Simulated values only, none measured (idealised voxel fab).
Presented below is a process module, voxel ribs on slabs.
Section shown: cut. Width: 280 nm. Cell size: 5 nm, square.
Heads up, the way a cross-section reads in here is a grid of square cells, handed over as bands from the top down, with every band being one or more rows of cells. The entry gives the band's vertical extent as a top height and a bottom height in nm, then its horizontal make-up as materials from left to right, each with a width in nm. "blank" stands for empty space; a single material marked "full width" fills the band edge to edge. We count height from 0. Below that, the starting wafer is all one material. The lowest band never ends at the bottom but goes on down; see "0 down" for how that is written. Width "30..40": first value at the band's top row of cells, second value at its bottom row, equal change from row to row. Key: "remained unchanged" - step with no changed cell in the cross-section. "Closed void inventory" means: voids of 8 cells or more that are shut off from the top with no open way through. Written width x height at distance, distance from the left edge, in nm. On a step's line, text after the settings is the simulator commenting on that step. Regarding "overlay nm": on a step with a mask, it is the distance the mask lay to the right of its planned place; a negative value places it to the left.

BELOW IS THE LIST OF PLANNED PROCESS STEPS
1 RECEIVE with material Si
2 DIRECTIONAL_DEP with material SiO2, thk nm 25
3 DIRECTIONAL_DEP with material SiN, thk nm 25
4 MASKED_ETCH with tone cover, mask id RIB, width nm 15, etch materials SiN, depth nm 15, overlay nm 0
5 PATTERN with tone cover, mask id SLAB, material resist, width nm 55, thk nm 20, overlay nm 0
6 DIRECTIONAL_ETCH with etch materials SiN, depth nm 10
7 STRIP with etch materials resist
8 FILL_DEP with material SiO2, thk nm 20
9 CMP with height nm 65
10 DIRECTIONAL_DEP with material TiN, thk nm 10
11 DIRECTIONAL_DEP with material aC, thk nm 15
12 PATTERN with tone cover, mask id HEATER, material resist, width nm 25, thk nm 35, overlay nm 0
13 DIRECTIONAL_ETCH with etch materials aC, depth nm 15
14 STRIP with etch materials resist
15 DIRECTIONAL_ETCH with etch materials TiN, depth nm 10
16 STRIP with etch materials aC
17 CONFORMAL_DEP with material SiN, thk nm 10

RECEIVED-STATE CROSS-SECTION, REFLECTING COMPLETION OF STEP 1
    0 down = Si full width
    Closed void inventory: none

CROSS-SECTION: FIRST OF TWO WAFERS, MODULE FINISHED, RUN ACCORDING TO PLAN
    85 to 75 = 115 blank, 45 SiN, 120 blank
    75 to 65 = 125 SiN, 25 TiN, 130 SiN
    65 to 50 = SiO2 full width
    50 to 35 = 130 SiO2, 15 SiN, 135 SiO2
    35 to 25 = 110 SiO2, 55 SiN, 115 SiO2
    25 to 0 = SiO2 full width
    0 down = Si full width
    Closed void inventory: none

CROSS-SECTION, SECOND WAFER: SAME START AS THE FIRST, SAME PLAN AS THE FIRST, ONE MISTAKE IN RUNNING IT; TAKEN AT THE END OF THE MODULE
    85 to 75 = 115 blank, 45 SiN, 120 blank
    75 to 65 = 125 SiN, 25 TiN, 130 SiN
    65 to 50 = SiO2 full width
    50 to 40 = 110 SiO2, 20 SiN, 15 SiO2, 20 SiN, 115 SiO2
    40 to 35 = 130 SiN, 15 SiO2, 135 SiN
    35 to 25 = SiN full width
    25 to 0 = SiO2 full width
    0 down = Si full width
    Closed void inventory: none
Deviation from plan: rather than as planned, step 4 actually ran as MASKED_ETCH with tone open, mask id RIB, width nm 15, etch materials SiN, depth nm 15, overlay nm 0
Wafer comparison, final, in cells, second relative to first, materials more or fewer: SiN +150 | SiO2 -150
